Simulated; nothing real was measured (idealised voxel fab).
process module | voxel capacitor over wiring
cross-section cut | 290 nm wide | cells 5 nm
A cross-section is a grid of square cells, given in bands from the top down. A band is one or more rows of cells.
Each band's line starts with the height of the band's top and of its bottom, in nm. Then come its materials from left to right, each with its width in nm. One material with "throughout" fills the band from edge to edge. "air" is empty space.
Height 0 is the level under which the wafer as received is all one material. The lowest band goes on downwards, as in "0 down".
A width such as "30 to 40" changes by the same amount from each row of cells to the next, from the band's top row to its bottom row.
"no change" after a step means that no cell of the cross-section changed.
closed voids: empty space of 8 cells or more with no open way to the top, each as width x height at its distance from the left edge, in nm
after a step's settings: what the simulator itself notes on the step
overlay nm, on a step with a mask: how far to the right of its planned place the mask lay; to the left if negative
plan
1 op RECEIVE | material Si
2 op CONFORMAL_DEP | material SiO2 | thk nm 15
3 op DIRECTIONAL_DEP | material TiN | thk nm 5
4 op DIRECTIONAL_DEP | material Ru | thk nm 20
5 op DIRECTIONAL_DEP | material aC | thk nm 15
6 op PATTERN | tone cover | mask id METAL_1 | material resist | width nm 30 | pitch nm 95 | thk nm 35 | overlay nm 0
7 op DIRECTIONAL_ETCH | etch materials aC | depth nm 15
8 op STRIP | etch materials resist
9 op DIRECTIONAL_ETCH | etch materials Ru | depth nm 20
10 op DIRECTIONAL_ETCH | etch materials TiN | depth nm 5
11 op STRIP | etch materials aC
12 op FILL_DEP | material lowk | thk nm 5
13 op CMP | height nm 40
14 op CONFORMAL_DEP | material SiCN | thk nm 5
15 op DIRECTIONAL_DEP | material SiO2 | thk nm 15
16 op DIRECTIONAL_DEP | material aC | thk nm 10
17 op PATTERN | tone open | mask id PLUG_1 | material resist | width nm 15 | thk nm 25 | overlay nm 0
18 op DIRECTIONAL_ETCH | etch materials aC | depth nm 10
19 op STRIP | etch materials resist
20 op DIRECTIONAL_ETCH | etch materials SiO2 | depth nm 15
21 op DIRECTIONAL_ETCH | etch materials SiCN | depth nm 5
22 op STRIP | etch materials aC
23 op CONFORMAL_DEP | material TiN | thk nm 5
24 op FILL_DEP | material Cu | thk nm 10
25 op CMP | height nm 60
26 op DIRECTIONAL_DEP | material TiN | thk nm 10
27 op DIRECTIONAL_DEP | material Al2O3 | thk nm 5
28 op DIRECTIONAL_DEP | material TiN | thk nm 10
29 op PATTERN | tone cover | mask id UPPER_PLATE | material resist | width nm 70 | thk nm 15 | overlay nm 0
30 op DIRECTIONAL_ETCH | etch materials TiN | depth nm 10
31 op DIRECTIONAL_ETCH | etch materials Al2O3 | depth nm 5
32 op STRIP | etch materials resist
33 op MASKED_ETCH | tone cover | mask id LOWER_PLATE | width nm 80 | etch materials TiN | depth nm 10 | overlay nm 0
34 op FILL_DEP | material SiO2 | thk nm 20
35 op CMP | height nm 100
36 op MASKED_ETCH | tone open | mask id PLUG_2 | width nm 15 | etch materials SiO2 | depth nm 15 | overlay nm 0
37 op CONFORMAL_DEP | material TiN | thk nm 5
38 op FILL_DEP | material W | thk nm 10
39 op CMP | height nm 100
40 op CONFORMAL_DEP | material SiN | thk nm 5
first wafer, as planned
as received, after step 1
  0 down: Si throughout
  closed voids: none
after step 2
  15 to 0: SiO2 throughout
  below 0: unchanged
after step 3
  20 to 15: TiN throughout
  below 15: unchanged
after step 4
  40 to 20: Ru throughout
  below 20: unchanged
after step 5
  55 to 40: aC throughout
  below 40: unchanged
after step 6
  90 to 55: air 80 | resist 30 | air 65 | resist 30 | air 85
  below 55: unchanged
after step 7
  75 to 55: air 80 | resist 30 | air 65 | resist 30 | air 85
  55 to 40: air 80 | aC 30 | air 65 | aC 30 | air 85
  below 40: unchanged
after step 8
  55 to 40: air 80 | aC 30 | air 65 | aC 30 | air 85
  below 40: unchanged
after step 9
  55 to 40: air 80 | aC 30 | air 65 | aC 30 | air 85
  40 to 20: air 80 | Ru 30 | air 65 | Ru 30 | air 85
  below 20: unchanged
after step 10
  55 to 40: air 80 | aC 30 | air 65 | aC 30 | air 85
  40 to 20: air 80 | Ru 30 | air 65 | Ru 30 | air 85
  20 to 15: air 80 | TiN 30 | air 65 | TiN 30 | air 85
  below 15: unchanged
after step 11
  40 to 20: air 80 | Ru 30 | air 65 | Ru 30 | air 85
  below 20: unchanged
after step 12
  45 to 40: lowk throughout
  40 to 20: lowk 80 | Ru 30 | lowk 65 | Ru 30 | lowk 85
  20 to 15: lowk 80 | TiN 30 | lowk 65 | TiN 30 | lowk 85
  below 15: unchanged
after step 13
  40 to 20: lowk 80 | Ru 30 | lowk 65 | Ru 30 | lowk 85
  below 20: unchanged
after step 14
  45 to 40: SiCN throughout
  below 40: unchanged
after step 15
  60 to 45: SiO2 throughout
  below 45: unchanged
after step 16
  70 to 60: aC throughout
  below 60: unchanged
after step 17
  95 to 70: resist 95 | air 15 | resist 180
  below 70: unchanged
after step 18
  85 to 70: resist 95 | air 15 | resist 180
  70 to 60: aC 95 | air 15 | aC 180
  below 60: unchanged
after step 19
  70 to 60: aC 95 | air 15 | aC 180
  below 60: unchanged
after step 20
  70 to 60: aC 95 | air 15 | aC 180
  60 to 45: SiO2 95 | air 15 | SiO2 180
  below 45: unchanged
after step 21
  70 to 60: aC 95 | air 15 | aC 180
  60 to 45: SiO2 95 | air 15 | SiO2 180
  45 to 40: SiCN 95 | air 15 | SiCN 180
  below 40: unchanged
after step 22
  60 to 45: SiO2 95 | air 15 | SiO2 180
  below 45: unchanged
after step 23
  65 to 60: TiN 100 | air 5 | TiN 185
  60 to 45: SiO2 95 | TiN 5 | air 5 | TiN 5 | SiO2 180
  45 to 40: SiCN 95 | TiN 15 | SiCN 180
  below 40: unchanged
after step 24
  75 to 65: Cu throughout
  65 to 60: TiN 100 | Cu 5 | TiN 185
  60 to 45: SiO2 95 | TiN 5 | Cu 5 | TiN 5 | SiO2 180
  below 45: unchanged
after step 25
  60 to 45: SiO2 95 | TiN 5 | Cu 5 | TiN 5 | SiO2 180
  below 45: unchanged
after step 26
  70 to 60: TiN throughout
  below 60: unchanged
after step 27
  75 to 70: Al2O3 throughout
  below 70: unchanged
after step 28
  85 to 75: TiN throughout
  below 75: unchanged
after step 29
  100 to 85: air 95 | resist 70 | air 125
  below 85: unchanged
after step 30
  100 to 85: air 95 | resist 70 | air 125
  85 to 75: air 95 | TiN 70 | air 125
  below 75: unchanged
after step 31
  100 to 85: air 95 | resist 70 | air 125
  85 to 75: air 95 | TiN 70 | air 125
  75 to 70: air 95 | Al2O3 70 | air 125
  below 70: unchanged
after step 32
  85 to 75: air 95 | TiN 70 | air 125
  below 75: unchanged
after step 33
  85 to 75: air 95 | TiN 70 | air 125
  75 to 70: air 95 | Al2O3 70 | air 125
  70 to 60: air 90 | TiN 80 | air 120
  below 60: unchanged
after step 34
  105 to 85: SiO2 throughout
  85 to 75: SiO2 95 | TiN 70 | SiO2 125
  75 to 70: SiO2 95 | Al2O3 70 | SiO2 125
  70 to 60: SiO2 90 | TiN 80 | SiO2 120
  below 60: unchanged
after step 35
  100 to 85: SiO2 throughout
  below 85: unchanged
after step 36
  100 to 85: SiO2 105 | air 15 | SiO2 170
  below 85: unchanged
after step 37
  105 to 100: TiN 110 | air 5 | TiN 175
  100 to 90: SiO2 105 | TiN 5 | air 5 | TiN 5 | SiO2 170
  90 to 85: SiO2 105 | TiN 15 | SiO2 170
  below 85: unchanged
after step 38
  115 to 105: W throughout
  105 to 100: TiN 110 | W 5 | TiN 175
  100 to 90: SiO2 105 | TiN 5 | W 5 | TiN 5 | SiO2 170
  below 90: unchanged
after step 39
  100 to 90: SiO2 105 | TiN 5 | W 5 | TiN 5 | SiO2 170
  below 90: unchanged
after step 40
  105 to 100: SiN throughout
  below 100: unchanged
second wafer: like start, like plan, one mistake. Through step 32 it matches the first wafer
when step 33 should have ended
  85 to 75: air 95 | TiN 65 | air 130
  75 to 70: air 95 | Al2O3 70 | air 125
  70 to 60: air 80 | TiN 85 | air 125
  below 60: unchanged
when step 34 should have ended
  105 to 85: SiO2 throughout
  85 to 75: SiO2 95 | TiN 65 | SiO2 130
  75 to 70: SiO2 95 | Al2O3 70 | SiO2 125
  70 to 60: SiO2 80 | TiN 85 | SiO2 125
  below 60: unchanged
when step 35 should have ended
  100 to 85: SiO2 throughout
  below 85: unchanged
when step 36 should have ended
  100 to 85: SiO2 105 | air 15 | SiO2 170
  below 85: unchanged
when step 37 should have ended
  105 to 100: TiN 110 | air 5 | TiN 175
  100 to 90: SiO2 105 | TiN 5 | air 5 | TiN 5 | SiO2 170
  90 to 85: SiO2 105 | TiN 15 | SiO2 170
  below 85: unchanged
when step 38 should have ended
  115 to 105: W throughout
  105 to 100: TiN 110 | W 5 | TiN 175
  100 to 90: SiO2 105 | TiN 5 | W 5 | TiN 5 | SiO2 170
  below 90: unchanged
when step 39 should have ended
  100 to 90: SiO2 105 | TiN 5 | W 5 | TiN 5 | SiO2 170
  below 90: unchanged
when step 40 should have ended
  105 to 100: SiN throughout
  below 100: unchanged
what went wrong: step 33 ran as: op MASKED_ETCH | tone cover | mask id LOWER_PLATE | width nm 80 | etch materials TiN | depth nm 10 | overlay nm -10
at the end the second wafer has, in cells: as many of each material as the first, in other places
